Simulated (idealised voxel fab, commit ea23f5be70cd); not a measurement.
You're looking at the process module voxel transistor to metal.
The cross-section on display is named cut; it measures 165 nm wide, and its cells are 5 nm squares.
Think of the cross-section as a grid of square cells. We describe it in bands, top to bottom, and each band covers one or more rows of those cells. Band: top and bottom heights (nm) first, top before bottom; then materials from left to right, widths in nm. "all across" marks a sole material filling the band edge to edge. "air" denotes empty space. Below 0: as-received wafer, all one material; heights counted from there. Lowest band: no bottom, goes on down, written "0..down". The notation "30 to 40" denotes a width that varies across the rows of cells in the band, beginning at the first number in the top row, finishing at the second number in the bottom row, and changing by an identical amount from each row to the next. It should be understood that the words "nothing changed", when stated for a given step, signify that the cross-section underwent no change in any of its cells during that step. "Voids, fully enclosed" enumerates empty spaces isolated from the top, with no open way to it, that contain at least 8 cells, giving each as width x height at distance from the left edge, all three in nm. Where a step's line continues beyond its settings, the continuation is a remark by the simulator itself on that step. Regarding "overlay nm": on a step with a mask, it is the distance the mask lay to the right of its planned place; a negative value places it to the left.

**Below is the list of planned process steps**
1: RECEIVE,material Si
2: OXIDIZE,depth nm 5
3: CONFORMAL_DEP,material SiN,thk nm 15
4: DIRECTIONAL_DEP,material aC,thk nm 10
5: PATTERN,tone cover,mask id ACTIVE,material resist,width nm 115,thk nm 30,overlay nm 0
6: DIRECTIONAL_ETCH,etch materials aC,depth nm 10
7: STRIP,etch materials resist
8: DIRECTIONAL_ETCH,etch materials SiN,depth nm 15
9: DIRECTIONAL_ETCH,etch materials SiO2,depth nm 5
10: DIRECTIONAL_ETCH,etch materials Si,depth nm 20
11: STRIP,etch materials aC
12: OXIDIZE,depth nm 5
13: FILL_DEP,material SiO2,thk nm 15
14: CMP,height nm 15
15: SELECTIVE_ETCH,etch materials SiO2,depth nm 10
16: STRIP,etch materials SiN
17: SELECTIVE_ETCH,etch materials SiO2,depth nm 5
18: OXIDIZE,depth nm 5
19: DIRECTIONAL_DEP,material polySi,thk nm 20
20: DIRECTIONAL_DEP,material SiCN,thk nm 15
21: MASKED_ETCH,tone cover,mask id GATE,width nm 25,etch materials SiCN,depth nm 25,overlay nm 0
22: MASKED_ETCH,tone cover,mask id GATE,width nm 25,etch materials polySi,depth nm 30,overlay nm 0
23: CONFORMAL_DEP,material SiO2,thk nm 5
24: DIRECTIONAL_ETCH,etch materials SiO2,depth nm 5
25: CONFORMAL_DEP,material SiN,thk nm 5
26: DIRECTIONAL_ETCH,etch materials SiN,depth nm 5
27: DIRECTIONAL_ETCH,etch materials SiO2,depth nm 5
28: DIRECTIONAL_ETCH,etch materials Si,depth nm 5
29: EPI,material SiGe,thk nm 10
30: FILL_DEP,material SiO2,thk nm 5
31: CMP,height nm 15
32: STRIP,etch materials polySi
33: SELECTIVE_ETCH,etch materials SiO2,depth nm 5
34: CONFORMAL_DEP,material HfO2,thk nm 5
35: CONFORMAL_DEP,material TiN,thk nm 5
36: FILL_DEP,material W,thk nm 5
37: CMP,height nm 10
38: DIRECTIONAL_DEP,material SiO2,thk nm 15
39: PATTERN,tone open,mask id CONTACT,material resist,width nm 15,pitch nm 80,thk nm 15,overlay nm 0
40: DIRECTIONAL_ETCH,etch materials SiO2,depth nm 30
41: STRIP,etch materials resist
42: CONFORMAL_DEP,material TiN,thk nm 5
43: FILL_DEP,material Ru,thk nm 5
44: CMP,height nm 25
45: DIRECTIONAL_DEP,material TiN,thk nm 5
46: DIRECTIONAL_DEP,material Ru,thk nm 15
47: MASKED_ETCH,tone cover,mask id METAL_1,width nm 15,pitch nm 80,etch materials Ru,depth nm 15,overlay nm 0
48: MASKED_ETCH,tone cover,mask id METAL_1,width nm 15,pitch nm 80,etch materials TiN,depth nm 5,overlay nm 0
49: CONFORMAL_DEP,material SiN,thk nm 5
50: FILL_DEP,material SiO2,thk nm 5
51: CMP,height nm 45
52: CONFORMAL_DEP,material SiCN,thk nm 5
53: DIRECTIONAL_DEP,material SiO2,thk nm 35
54: PATTERN,tone open,mask id METAL_2,material resist,width nm 15,pitch nm 80,thk nm 20,overlay nm 0
55: DIRECTIONAL_ETCH,etch materials SiO2,depth nm 20
56: STRIP,etch materials resist
57: PATTERN,tone open,mask id METAL_2_HOLES,material resist,width nm 15,pitch nm 80,thk nm 15,overlay nm 0
58: DIRECTIONAL_ETCH,etch materials SiO2,depth nm 15
59: DIRECTIONAL_ETCH,etch materials SiCN,depth nm 5
60: STRIP,etch materials resist
61: CONFORMAL_DEP,material TiN,thk nm 5
62: FILL_DEP,material Cu,thk nm 5
63: CMP,height nm 85
64: CONFORMAL_DEP,material SiCN,thk nm 5

**first wafer, as planned**

**Step 1 complete: cross-section of the wafer as received**
  0..down  Si all across
  Voids, fully enclosed: none

**Wafer after step 2 (cross-section)**
  0..-5  SiO2 all across
  Lower than -5, everything is as it was.

**Wafer after step 3 (cross-section)**
  15..0  SiN all across
  Lower than 0, everything is as it was.

**Wafer after step 4 (cross-section)**
  25..15  aC all across
  Lower than 15, everything is as it was.

**Wafer after step 5 (cross-section)**
  55..25  25 of air | 115 of resist | 25 of air
  Lower than 25, everything is as it was.

**Wafer after step 6 (cross-section)**
  45..25  25 of air | 115 of resist | 25 of air
  25..15  25 of air | 115 of aC | 25 of air
  Lower than 15, everything is as it was.

**Wafer after step 7 (cross-section)**
  25..15  25 of air | 115 of aC | 25 of air
  Lower than 15, everything is as it was.

**Wafer after step 8 (cross-section)**
  25..15  25 of air | 115 of aC | 25 of air
  15..0  25 of air | 115 of SiN | 25 of air
  Lower than 0, everything is as it was.

**Wafer after step 9 (cross-section)**
  25..15  25 of air | 115 of aC | 25 of air
  15..0  25 of air | 115 of SiN | 25 of air
  0..-5  25 of air | 115 of SiO2 | 25 of air
  Lower than -5, everything is as it was.

**Wafer after step 10 (cross-section)**
  25..15  25 of air | 115 of aC | 25 of air
  15..0  25 of air | 115 of SiN | 25 of air
  0..-5  25 of air | 115 of SiO2 | 25 of air
  -5..-25  25 of air | 115 of Si | 25 of air
  Lower than -25, everything is as it was.

**Wafer after step 11 (cross-section)**
  15..0  25 of air | 115 of SiN | 25 of air
  Lower than 0, everything is as it was.

**Wafer after step 12 (cross-section)**
  15..0  25 of air | 115 of SiN | 25 of air
  0..-5  25 of air | 115 of SiO2 | 25 of air
  -5..-25  25 of air | 5 of SiO2 | 105 of Si | 5 of SiO2 | 25 of air
  -25..-30  30 of SiO2 | 105 of Si | 30 of SiO2
  Lower than -30, everything is as it was.

**Wafer after step 13 (cross-section)**
  30..15  SiO2 all across
  15..0  25 of SiO2 | 115 of SiN | 25 of SiO2
  0..-5  SiO2 all across
  -5..-30  30 of SiO2 | 105 of Si | 30 of SiO2
  Lower than -30, everything is as it was.

**Wafer after step 14 (cross-section)**
  15..0  25 of SiO2 | 115 of SiN | 25 of SiO2
  Lower than 0, everything is as it was.

**Wafer after step 15 (cross-section)**
  15..5  25 of air | 115 of SiN | 25 of air
  Lower than 5, everything is as it was.

**Wafer after step 16 (cross-section)**
  5..0  25 of SiO2 | 115 of air | 25 of SiO2
  Lower than 0, everything is as it was.

**Wafer after step 17 (cross-section)**
  0..-5  20 of SiO2 | 125 of air | 20 of SiO2
  Lower than -5, everything is as it was.

**Wafer after step 18 (cross-section)**
  0..-5  20 of SiO2 | 125 of air | 20 of SiO2
  -5..-10  SiO2 all across
  Lower than -10, everything is as it was.

**Wafer after step 19 (cross-section)**
  20..15  20 of polySi | 125 of air | 20 of polySi
  15..0  polySi all across
  0..-5  20 of SiO2 | 125 of polySi | 20 of SiO2
  Lower than -5, everything is as it was.

**Wafer after step 20 (cross-section)**
  35..30  20 of SiCN | 125 of air | 20 of SiCN
  30..20  SiCN all across
  20..15  20 of polySi | 125 of SiCN | 20 of polySi
  Lower than 15, everything is as it was.

**Wafer after step 21 (cross-section)**
  30..20  70 of air | 25 of SiCN | 70 of air
  20..15  20 of polySi | 50 of air | 25 of SiCN | 50 of air | 20 of polySi
  Lower than 15, everything is as it was.

**Wafer after step 22 (cross-section)**
  30..15  70 of air | 25 of SiCN | 70 of air
  15..0  70 of air | 25 of polySi | 70 of air
  0..-5  20 of SiO2 | 50 of air | 25 of polySi | 50 of air | 20 of SiO2
  Lower than -5, everything is as it was.

**Wafer after step 23 (cross-section)**
  35..30  65 of air | 35 of SiO2 | 65 of air
  30..15  65 of air | 5 of SiO2 | 25 of SiCN | 5 of SiO2 | 65 of air
  15..5  65 of air | 5 of SiO2 | 25 of polySi | 5 of SiO2 | 65 of air
  5..0  25 of SiO2 | 40 of air | 5 of SiO2 | 25 of polySi | 5 of SiO2 | 40 of air | 25 of SiO2
  0..-5  70 of SiO2 | 25 of polySi | 70 of SiO2
  Lower than -5, everything is as it was.

**Wafer after step 24 (cross-section)**
  30..15  65 of air | 5 of SiO2 | 25 of SiCN | 5 of SiO2 | 65 of air
  15..0  65 of air | 5 of SiO2 | 25 of polySi | 5 of SiO2 | 65 of air
  0..-5  25 of SiO2 | 40 of air | 5 of SiO2 | 25 of polySi | 5 of SiO2 | 40 of air | 25 of SiO2
  Lower than -5, everything is as it was.

**Wafer after step 25 (cross-section)**
  35..30  60 of air | 45 of SiN | 60 of air
  30..15  60 of air | 5 of SiN | 5 of SiO2 | 25 of SiCN | 5 of SiO2 | 5 of SiN | 60 of air
  15..5  60 of air | 5 of SiN | 5 of SiO2 | 25 of polySi | 5 of SiO2 | 5 of SiN | 60 of air
  5..0  30 of SiN | 30 of air | 5 of SiN | 5 of SiO2 | 25 of polySi | 5 of SiO2 | 5 of SiN | 30 of air | 30 of SiN
  0..-5  25 of SiO2 | 40 of SiN | 5 of SiO2 | 25 of polySi | 5 of SiO2 | 40 of SiN | 25 of SiO2
  Lower than -5, everything is as it was.

**Wafer after step 26 (cross-section)**
  30..15  60 of air | 5 of SiN | 5 of SiO2 | 25 of SiCN | 5 of SiO2 | 5 of SiN | 60 of air
  15..0  60 of air | 5 of SiN | 5 of SiO2 | 25 of polySi | 5 of SiO2 | 5 of SiN | 60 of air
  0..-5  25 of SiO2 | 5 of SiN | 30 of air | 5 of SiN | 5 of SiO2 | 25 of polySi | 5 of SiO2 | 5 of SiN | 30 of air | 5 of SiN | 25 of SiO2
  Lower than -5, everything is as it was.

**Wafer after step 27 (cross-section)**
  30..25  60 of air | 5 of SiN | 5 of air | 25 of SiCN | 5 of air | 5 of SiN | 60 of air
  25..15  60 of air | 5 of SiN | 5 of SiO2 | 25 of SiCN | 5 of SiO2 | 5 of SiN | 60 of air
  15..0  60 of air | 5 of SiN | 5 of SiO2 | 25 of polySi | 5 of SiO2 | 5 of SiN | 60 of air
  0..-5  25 of air | 5 of SiN | 30 of air | 5 of SiN | 5 of SiO2 | 25 of polySi | 5 of SiO2 | 5 of SiN | 30 of air | 5 of SiN | 25 of air
  -5..-10  30 of SiO2 | 30 of air | 45 of SiO2 | 30 of air | 30 of SiO2
  Lower than -10, everything is as it was.

**Wafer after step 28 (cross-section)**
  30..25  60 of air | 5 of SiN | 5 of air | 25 of SiCN | 5 of air | 5 of SiN | 60 of air
  25..15  60 of air | 5 of SiN | 5 of SiO2 | 25 of SiCN | 5 of SiO2 | 5 of SiN | 60 of air
  15..0  60 of air | 5 of SiN | 5 of SiO2 | 25 of polySi | 5 of SiO2 | 5 of SiN | 60 of air
  0..-5  25 of air | 5 of SiN | 30 of air | 5 of SiN | 5 of SiO2 | 25 of polySi | 5 of SiO2 | 5 of SiN | 30 of air | 5 of SiN | 25 of air
  -5..-10  30 of SiO2 | 30 of air | 45 of SiO2 | 30 of air | 30 of SiO2
  -10..-15  30 of SiO2 | 30 of air | 45 of Si | 30 of air | 30 of SiO2
  Lower than -15, everything is as it was.

**Wafer after step 29 (cross-section)**
  30..25  60 of air | 5 of SiN | 5 of air | 25 of SiCN | 5 of air | 5 of SiN | 60 of air
  25..15  60 of air | 5 of SiN | 5 of SiO2 | 25 of SiCN | 5 of SiO2 | 5 of SiN | 60 of air
  15..0  60 of air | 5 of SiN | 5 of SiO2 | 25 of polySi | 5 of SiO2 | 5 of SiN | 60 of air
  0..-5  25 of air | 5 of SiN | 20 of air | 10 of SiGe | 5 of SiN | 5 of SiO2 | 25 of polySi | 5 of SiO2 | 5 of SiN | 10 of SiGe | 20 of air | 5 of SiN | 25 of air
  -5..-10  30 of SiO2 | 30 of SiGe | 45 of SiO2 | 30 of SiGe | 30 of SiO2
  -10..-15  30 of SiO2 | 30 of SiGe | 45 of Si | 30 of SiGe | 30 of SiO2
  Lower than -15, everything is as it was.

**Wafer after step 30 (cross-section)**
  35..30  SiO2 all across
  30..15  60 of SiO2 | 5 of SiN | 5 of SiO2 | 25 of SiCN | 5 of SiO2 | 5 of SiN | 60 of SiO2
  15..0  60 of SiO2 | 5 of SiN | 5 of SiO2 | 25 of polySi | 5 of SiO2 | 5 of SiN | 60 of SiO2
  0..-5  25 of SiO2 | 5 of SiN | 20 of SiO2 | 10 of SiGe | 5 of SiN | 5 of SiO2 | 25 of polySi | 5 of SiO2 | 5 of SiN | 10 of SiGe | 20 of SiO2 | 5 of SiN | 25 of SiO2
  Lower than -5, everything is as it was.

**Wafer after step 31 (cross-section)**
  15..0  60 of SiO2 | 5 of SiN | 5 of SiO2 | 25 of polySi | 5 of SiO2 | 5 of SiN | 60 of SiO2
  Lower than 0, everything is as it was.

**Wafer after step 32 (cross-section)**
  15..0  60 of SiO2 | 5 of SiN | 5 of SiO2 | 25 of air | 5 of SiO2 | 5 of SiN | 60 of SiO2
  0..-5  25 of SiO2 | 5 of SiN | 20 of SiO2 | 10 of SiGe | 5 of SiN | 5 of SiO2 | 25 of air | 5 of SiO2 | 5 of SiN | 10 of SiGe | 20 of SiO2 | 5 of SiN | 25 of SiO2
  Lower than -5, everything is as it was.

**Wafer after step 33 (cross-section)**
  15..10  60 of air | 5 of SiN | 35 of air | 5 of SiN | 60 of air
  10..0  60 of SiO2 | 5 of SiN | 35 of air | 5 of SiN | 60 of SiO2
  0..-5  25 of SiO2 | 5 of SiN | 20 of SiO2 | 10 of SiGe | 5 of SiN | 35 of air | 5 of SiN | 10 of SiGe | 20 of SiO2 | 5 of SiN | 25 of SiO2
  -5..-10  30 of SiO2 | 30 of SiGe | 5 of SiO2 | 35 of air | 5 of SiO2 | 30 of SiGe | 30 of SiO2
  Lower than -10, everything is as it was.

**Wafer after step 34 (cross-section)**
  20..15  55 of air | 15 of HfO2 | 25 of air | 15 of HfO2 | 55 of air
  15..10  60 of HfO2 | 5 of SiN | 5 of HfO2 | 25 of air | 5 of HfO2 | 5 of SiN | 60 of HfO2
  10..0  60 of SiO2 | 5 of SiN | 5 of HfO2 | 25 of air | 5 of HfO2 | 5 of SiN | 60 of SiO2
  0..-5  25 of SiO2 | 5 of SiN | 20 of SiO2 | 10 of SiGe | 5 of SiN | 5 of HfO2 | 25 of air | 5 of HfO2 | 5 of SiN | 10 of SiGe | 20 of SiO2 | 5 of SiN | 25 of SiO2
  -5..-10  30 of SiO2 | 30 of SiGe | 5 of SiO2 | 35 of HfO2 | 5 of SiO2 | 30 of SiGe | 30 of SiO2
  Lower than -10, everything is as it was.

**Wafer after step 35 (cross-section)**
  25..20  50 of air | 25 of TiN | 15 of air | 25 of TiN | 50 of air
  20..15  55 of TiN | 15 of HfO2 | 5 of TiN | 15 of air | 5 of TiN | 15 of HfO2 | 55 of TiN
  15..10  60 of HfO2 | 5 of SiN | 5 of HfO2 | 5 of TiN | 15 of air | 5 of TiN | 5 of HfO2 | 5 of SiN | 60 of HfO2
  10..0  60 of SiO2 | 5 of SiN | 5 of HfO2 | 5 of TiN | 15 of air | 5 of TiN | 5 of HfO2 | 5 of SiN | 60 of SiO2
  0..-5  25 of SiO2 | 5 of SiN | 20 of SiO2 | 10 of SiGe | 5 of SiN | 5 of HfO2 | 25 of TiN | 5 of HfO2 | 5 of SiN | 10 of SiGe | 20 of SiO2 | 5 of SiN | 25 of SiO2
  Lower than -5, everything is as it was.

**Wafer after step 36 (cross-section)**
  30..25  W all across
  25..20  50 of W | 25 of TiN | 15 of W | 25 of TiN | 50 of W
  20..15  55 of TiN | 15 of HfO2 | 5 of TiN | 15 of W | 5 of TiN | 15 of HfO2 | 55 of TiN
  15..10  60 of HfO2 | 5 of SiN | 5 of HfO2 | 5 of TiN | 15 of W | 5 of TiN | 5 of HfO2 | 5 of SiN | 60 of HfO2
  10..0  60 of SiO2 | 5 of SiN | 5 of HfO2 | 5 of TiN | 15 of W | 5 of TiN | 5 of HfO2 | 5 of SiN | 60 of SiO2
  Lower than 0, everything is as it was.

**Wafer after step 37 (cross-section)**
  10..0  60 of SiO2 | 5 of SiN | 5 of HfO2 | 5 of TiN | 15 of W | 5 of TiN | 5 of HfO2 | 5 of SiN | 60 of SiO2
  Lower than 0, everything is as it was.

**Wafer after step 38 (cross-section)**
  25..10  SiO2 all across
  Lower than 10, everything is as it was.

**Wafer after step 39 (cross-section)**
  40..25  35 of resist | 15 of air | 65 of resist | 15 of air | 35 of resist
  Lower than 25, everything is as it was.

**Wafer after step 40 (cross-section)**
  40..25  35 of resist | 15 of air | 65 of resist | 15 of air | 35 of resist
  25..10  35 of SiO2 | 15 of air | 65 of SiO2 | 15 of air | 35 of SiO2
  10..0  35 of SiO2 | 15 of air | 10 of SiO2 | 5 of SiN | 5 of HfO2 | 5 of TiN | 15 of W | 5 of TiN | 5 of HfO2 | 5 of SiN | 10 of SiO2 | 15 of air | 35 of SiO2
  0..-5  25 of SiO2 | 5 of SiN | 5 of SiO2 | 15 of air | 10 of SiGe | 5 of SiN | 5 of HfO2 | 25 of TiN | 5 of HfO2 | 5 of SiN | 10 of SiGe | 15 of air | 5 of SiO2 | 5 of SiN | 25 of SiO2
  Lower than -5, everything is as it was.

**Wafer after step 41 (cross-section)**
  25..10  35 of SiO2 | 15 of air | 65 of SiO2 | 15 of air | 35 of SiO2
  Lower than 10, everything is as it was.

**Wafer after step 42 (cross-section)**
  30..25  40 of TiN | 5 of air | 75 of TiN | 5 of air | 40 of TiN
  25..10  35 of SiO2 | 5 of TiN | 5 of air | 5 of TiN | 65 of SiO2 | 5 of TiN | 5 of air | 5 of TiN | 35 of SiO2
  10..0  35 of SiO2 | 5 of TiN | 5 of air | 5 of TiN | 10 of SiO2 | 5 of SiN | 5 of HfO2 | 5 of TiN | 15 of W | 5 of TiN | 5 of HfO2 | 5 of SiN | 10 of SiO2 | 5 of TiN | 5 of air | 5 of TiN | 35 of SiO2
  0..-5  25 of SiO2 | 5 of SiN | 5 of SiO2 | 15 of TiN | 10 of SiGe | 5 of SiN | 5 of HfO2 | 25 of TiN | 5 of HfO2 | 5 of SiN | 10 of SiGe | 15 of TiN | 5 of SiO2 | 5 of SiN | 25 of SiO2
  Lower than -5, everything is as it was.

**Wafer after step 43 (cross-section)**
  35..30  Ru all across
  30..25  40 of TiN | 5 of Ru | 75 of TiN | 5 of Ru | 40 of TiN
  25..10  35 of SiO2 | 5 of TiN | 5 of Ru | 5 of TiN | 65 of SiO2 | 5 of TiN | 5 of Ru | 5 of TiN | 35 of SiO2
  10..0  35 of SiO2 | 5 of TiN | 5 of Ru | 5 of TiN | 10 of SiO2 | 5 of SiN | 5 of HfO2 | 5 of TiN | 15 of W | 5 of TiN | 5 of HfO2 | 5 of SiN | 10 of SiO2 | 5 of TiN | 5 of Ru | 5 of TiN | 35 of SiO2
  Lower than 0, everything is as it was.

**Wafer after step 44 (cross-section)**
  25..10  35 of SiO2 | 5 of TiN | 5 of Ru | 5 of TiN | 65 of SiO2 | 5 of TiN | 5 of Ru | 5 of TiN | 35 of SiO2
  Lower than 10, everything is as it was.

**Wafer after step 45 (cross-section)**
  30..25  TiN all across
  Lower than 25, everything is as it was.

**Wafer after step 46 (cross-section)**
  45..30  Ru all across
  Lower than 30, everything is as it was.

**Wafer after step 47 (cross-section)**
  45..30  35 of air | 15 of Ru | 65 of air | 15 of Ru | 35 of air
  Lower than 30, everything is as it was.

**Wafer after step 48 (cross-section)**
  45..30  35 of air | 15 of Ru | 65 of air | 15 of Ru | 35 of air
  30..25  35 of air | 15 of TiN | 65 of air | 15 of TiN | 35 of air
  Lower than 25, everything is as it was.

**Wafer after step 49 (cross-section)**
  50..45  30 of air | 25 of SiN | 55 of air | 25 of SiN | 30 of air
  45..30  30 of air | 5 of SiN | 15 of Ru | 5 of SiN | 55 of air | 5 of SiN | 15 of Ru | 5 of SiN | 30 of air
  30..25  35 of SiN | 15 of TiN | 65 of SiN | 15 of TiN | 35 of SiN
  Lower than 25, everything is as it was.

**Wafer after step 50 (cross-section)**
  55..50  SiO2 all across
  50..45  30 of SiO2 | 25 of SiN | 55 of SiO2 | 25 of SiN | 30 of SiO2
  45..30  30 of SiO2 | 5 of SiN | 15 of Ru | 5 of SiN | 55 of SiO2 | 5 of SiN | 15 of Ru | 5 of SiN | 30 of SiO2
  Lower than 30, everything is as it was.

**Wafer after step 51 (cross-section)**
  45..30  30 of SiO2 | 5 of SiN | 15 of Ru | 5 of SiN | 55 of SiO2 | 5 of SiN | 15 of Ru | 5 of SiN | 30 of SiO2
  Lower than 30, everything is as it was.

**Wafer after step 52 (cross-section)**
  50..45  SiCN all across
  Lower than 45, everything is as it was.

**Wafer after step 53 (cross-section)**
  85..50  SiO2 all across
  Lower than 50, everything is as it was.

**Wafer after step 54 (cross-section)**
  105..85  35 of resist | 15 of air | 65 of resist | 15 of air | 35 of resist
  Lower than 85, everything is as it was.

**Wafer after step 55 (cross-section)**
  105..85  35 of resist | 15 of air | 65 of resist | 15 of air | 35 of resist
  85..65  35 of SiO2 | 15 of air | 65 of SiO2 | 15 of air | 35 of SiO2
  Lower than 65, everything is as it was.

**Wafer after step 56 (cross-section)**
  85..65  35 of SiO2 | 15 of air | 65 of SiO2 | 15 of air | 35 of SiO2
  Lower than 65, everything is as it was.

**Wafer after step 57 (cross-section)**
  100..85  35 of resist | 15 of air | 65 of resist | 15 of air | 35 of resist
  Lower than 85, everything is as it was.

**Wafer after step 58 (cross-section)**
  100..85  35 of resist | 15 of air | 65 of resist | 15 of air | 35 of resist
  85..50  35 of SiO2 | 15 of air | 65 of SiO2 | 15 of air | 35 of SiO2
  Lower than 50, everything is as it was.

**Wafer after step 59 (cross-section)**
  100..85  35 of resist | 15 of air | 65 of resist | 15 of air | 35 of resist
  85..50  35 of SiO2 | 15 of air | 65 of SiO2 | 15 of air | 35 of SiO2
  50..45  35 of SiCN | 15 of air | 65 of SiCN | 15 of air | 35 of SiCN
  Lower than 45, everything is as it was.

**Wafer after step 60 (cross-section)**
  85..50  35 of SiO2 | 15 of air | 65 of SiO2 | 15 of air | 35 of SiO2
  Lower than 50, everything is as it was.

**Wafer after step 61 (cross-section)**
  90..85  40 of TiN | 5 of air | 75 of TiN | 5 of air | 40 of TiN
  85..50  35 of SiO2 | 5 of TiN | 5 of air | 5 of TiN | 65 of SiO2 | 5 of TiN | 5 of air | 5 of TiN | 35 of SiO2
  50..45  35 of SiCN | 15 of TiN | 65 of SiCN | 15 of TiN | 35 of SiCN
  Lower than 45, everything is as it was.

**Wafer after step 62 (cross-section)**
  95..90  Cu all across
  90..85  40 of TiN | 5 of Cu | 75 of TiN | 5 of Cu | 40 of TiN
  85..50  35 of SiO2 | 5 of TiN | 5 of Cu | 5 of TiN | 65 of SiO2 | 5 of TiN | 5 of Cu | 5 of TiN | 35 of SiO2
  Lower than 50, everything is as it was.

**Wafer after step 63 (cross-section)**
  85..50  35 of SiO2 | 5 of TiN | 5 of Cu | 5 of TiN | 65 of SiO2 | 5 of TiN | 5 of Cu | 5 of TiN | 35 of SiO2
  Lower than 50, everything is as it was.

**Wafer after step 64 (cross-section)**
  90..85  SiCN all across
  Lower than 85, everything is as it was.

**Wafer two. Same start, same plan, one slip in execution. Same as wafer one through step 36, inclusive**

Second wafer: cross-section at the scheduled end of step 37: nothing changed

**Second wafer: cross-section at the scheduled end of step 38**
  45..30  SiO2 all across
  Lower than 30, everything is as it was.

**Second wafer: cross-section at the scheduled end of step 39**
  60..45  35 of resist | 15 of air | 65 of resist | 15 of air | 35 of resist
  Lower than 45, everything is as it was.

**Second wafer: cross-section at the scheduled end of step 40**
  60..45  35 of resist | 15 of air | 65 of resist | 15 of air | 35 of resist
  45..30  35 of SiO2 | 15 of air | 65 of SiO2 | 15 of air | 35 of SiO2
  Lower than 30, everything is as it was.

**Second wafer: cross-section at the scheduled end of step 41**
  45..30  35 of SiO2 | 15 of air | 65 of SiO2 | 15 of air | 35 of SiO2
  Lower than 30, everything is as it was.

**Second wafer: cross-section at the scheduled end of step 42**
  50..45  40 of TiN | 5 of air | 75 of TiN | 5 of air | 40 of TiN
  45..35  35 of SiO2 | 5 of TiN | 5 of air | 5 of TiN | 65 of SiO2 | 5 of TiN | 5 of air | 5 of TiN | 35 of SiO2
  35..30  35 of SiO2 | 15 of TiN | 65 of SiO2 | 15 of TiN | 35 of SiO2
  Lower than 30, everything is as it was.

**Second wafer: cross-section at the scheduled end of step 43**
  55..50  Ru all across
  50..45  40 of TiN | 5 of Ru | 75 of TiN | 5 of Ru | 40 of TiN
  45..35  35 of SiO2 | 5 of TiN | 5 of Ru | 5 of TiN | 65 of SiO2 | 5 of TiN | 5 of Ru | 5 of TiN | 35 of SiO2
  Lower than 35, everything is as it was.

**Second wafer: cross-section at the scheduled end of step 44**
  25..20  50 of W | 25 of TiN | 15 of W | 25 of TiN | 50 of W
  Lower than 20, everything is as it was.

**Second wafer: cross-section at the scheduled end of step 45**
  30..25  TiN all across
  Lower than 25, everything is as it was.

**Second wafer: cross-section at the scheduled end of step 46**
  45..30  Ru all across
  Lower than 30, everything is as it was.

**Second wafer: cross-section at the scheduled end of step 47**
  45..30  35 of air | 15 of Ru | 65 of air | 15 of Ru | 35 of air
  Lower than 30, everything is as it was.

**Second wafer: cross-section at the scheduled end of step 48**
  45..30  35 of air | 15 of Ru | 65 of air | 15 of Ru | 35 of air
  30..25  35 of air | 15 of TiN | 65 of air | 15 of TiN | 35 of air
  Lower than 25, everything is as it was.

**Second wafer: cross-section at the scheduled end of step 49**
  50..45  30 of air | 25 of SiN | 55 of air | 25 of SiN | 30 of air
  45..30  30 of air | 5 of SiN | 15 of Ru | 5 of SiN | 55 of air | 5 of SiN | 15 of Ru | 5 of SiN | 30 of air
  30..25  35 of SiN | 15 of TiN | 65 of SiN | 15 of TiN | 35 of SiN
  Lower than 25, everything is as it was.

**Second wafer: cross-section at the scheduled end of step 50**
  55..50  SiO2 all across
  50..45  30 of SiO2 | 25 of SiN | 55 of SiO2 | 25 of SiN | 30 of SiO2
  45..30  30 of SiO2 | 5 of SiN | 15 of Ru | 5 of SiN | 55 of SiO2 | 5 of SiN | 15 of Ru | 5 of SiN | 30 of SiO2
  Lower than 30, everything is as it was.

**Second wafer: cross-section at the scheduled end of step 51**
  45..30  30 of SiO2 | 5 of SiN | 15 of Ru | 5 of SiN | 55 of SiO2 | 5 of SiN | 15 of Ru | 5 of SiN | 30 of SiO2
  Lower than 30, everything is as it was.

**Second wafer: cross-section at the scheduled end of step 52**
  50..45  SiCN all across
  Lower than 45, everything is as it was.

**Second wafer: cross-section at the scheduled end of step 53**
  85..50  SiO2 all across
  Lower than 50, everything is as it was.

**Second wafer: cross-section at the scheduled end of step 54**
  105..85  35 of resist | 15 of air | 65 of resist | 15 of air | 35 of resist
  Lower than 85, everything is as it was.

**Second wafer: cross-section at the scheduled end of step 55**
  105..85  35 of resist | 15 of air | 65 of resist | 15 of air | 35 of resist
  85..65  35 of SiO2 | 15 of air | 65 of SiO2 | 15 of air | 35 of SiO2
  Lower than 65, everything is as it was.

**Second wafer: cross-section at the scheduled end of step 56**
  85..65  35 of SiO2 | 15 of air | 65 of SiO2 | 15 of air | 35 of SiO2
  Lower than 65, everything is as it was.

**Second wafer: cross-section at the scheduled end of step 57**
  100..85  35 of resist | 15 of air | 65 of resist | 15 of air | 35 of resist
  Lower than 85, everything is as it was.

**Second wafer: cross-section at the scheduled end of step 58**
  100..85  35 of resist | 15 of air | 65 of resist | 15 of air | 35 of resist
  85..50  35 of SiO2 | 15 of air | 65 of SiO2 | 15 of air | 35 of SiO2
  Lower than 50, everything is as it was.

**Second wafer: cross-section at the scheduled end of step 59**
  100..85  35 of resist | 15 of air | 65 of resist | 15 of air | 35 of resist
  85..50  35 of SiO2 | 15 of air | 65 of SiO2 | 15 of air | 35 of SiO2
  50..45  35 of SiCN | 15 of air | 65 of SiCN | 15 of air | 35 of SiCN
  Lower than 45, everything is as it was.

**Second wafer: cross-section at the scheduled end of step 60**
  85..50  35 of SiO2 | 15 of air | 65 of SiO2 | 15 of air | 35 of SiO2
  Lower than 50, everything is as it was.

**Second wafer: cross-section at the scheduled end of step 61**
  90..85  40 of TiN | 5 of air | 75 of TiN | 5 of air | 40 of TiN
  85..50  35 of SiO2 | 5 of TiN | 5 of air | 5 of TiN | 65 of SiO2 | 5 of TiN | 5 of air | 5 of TiN | 35 of SiO2
  50..45  35 of SiCN | 15 of TiN | 65 of SiCN | 15 of TiN | 35 of SiCN
  Lower than 45, everything is as it was.

**Second wafer: cross-section at the scheduled end of step 62**
  95..90  Cu all across
  90..85  40 of TiN | 5 of Cu | 75 of TiN | 5 of Cu | 40 of TiN
  85..50  35 of SiO2 | 5 of TiN | 5 of Cu | 5 of TiN | 65 of SiO2 | 5 of TiN | 5 of Cu | 5 of TiN | 35 of SiO2
  Lower than 50, everything is as it was.

**Second wafer: cross-section at the scheduled end of step 63**
  85..50  35 of SiO2 | 5 of TiN | 5 of Cu | 5 of TiN | 65 of SiO2 | 5 of TiN | 5 of Cu | 5 of TiN | 35 of SiO2
  Lower than 50, everything is as it was.

**Second wafer: cross-section at the scheduled end of step 64**
  90..85  SiCN all across
  Lower than 85, everything is as it was.
Error vs. plan: step 37 of the plan was bypassed and not carried out
Counted in cells at the end, the second wafer holds more or fewer of these materials than the first: 32 more of HfO2, 10 fewer of Ru, 2 more of SiN, 63 fewer of SiO2, 10 more of TiN, 29 more of W
